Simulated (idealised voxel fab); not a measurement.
Presented below is a process module, voxel released beams.
Displayed cross-section: cut, width of 285 nm, square cells sized 5 nm.
Just so we're on the same page, the cross-sections are grids of square cells, and they're listed out in bands top to bottom, each band one or more rows deep.
The entry gives the band's vertical extent as a top height and a bottom height in nm, then its horizontal make-up as materials from left to right, each with a width in nm. "empty" stands for empty space; a single material marked "everywhere" fills the band edge to edge.
Heights are expressed relative to 0, this being the level below which the as-received wafer comprises one material exclusively. The lowest band is unbounded in the downward direction and is denoted as in "0..down".
The width entry "30->40" should be interpreted row by row: the top row of cells in the band takes the first number, the bottom row takes the second number, and the change between adjacent rows is uniform throughout.
A step reported as "stayed the same" is a step in which no cell of the cross-section changed.
You'll see "Enclosed void catalog" listing empty spaces that have no way open to the top, as long as they're 8 cells or more; the notation is width x height at distance, where the distance is from the left edge, and all of it is in nm.
after a step's settings: what the simulator itself notes on the step
If you see "overlay nm" on a step's line and that step has a mask, it's telling you how far right of where it was planned the mask ended up; a negative number means it went left instead.
**These are the steps we planned for the process**
- 1: RECEIVE with material Si
- 2: CONFORMAL_DEP with material SiN, thk nm 10
- 3: DIRECTIONAL_DEP with material SiO2, thk nm 10
- 4: MASKED_ETCH with tone open, mask id ANCHOR, width nm 25, etch materials SiO2, depth nm 10, overlay nm 0
- 5: CONFORMAL_DEP with material polySi, thk nm 10
- 6: DIRECTIONAL_DEP with material aC, thk nm 15
- 7: PATTERN with tone cover, mask id BEAM, material resist, width nm 90, thk nm 30, overlay nm 0
- 8: DIRECTIONAL_ETCH with etch materials aC, depth nm 15
- 9: STRIP with etch materials resist
- 10: DIRECTIONAL_ETCH with etch materials polySi, depth nm 10
- 11: STRIP with etch materials aC
- 12: STRIP with etch materials SiO2
**Here's what the wafer looked like in cross-section when it arrived - that's after step 1**
> 0..down = Si everywhere
> Enclosed void catalog: none
**Starting wafer: above. Plan: above. Run: one mistake. Cross-section after the module: below**
> 30..20 = empty (95) | polySi (90) | empty (100)
> 20..10 = SiN everywhere
> 10..0 = SiO2 everywhere
> 0..down = Si everywhere
> Enclosed void catalog: none
Want to know what went wrong? steps 2 and 3 got flipped, so each one ran where the other should have
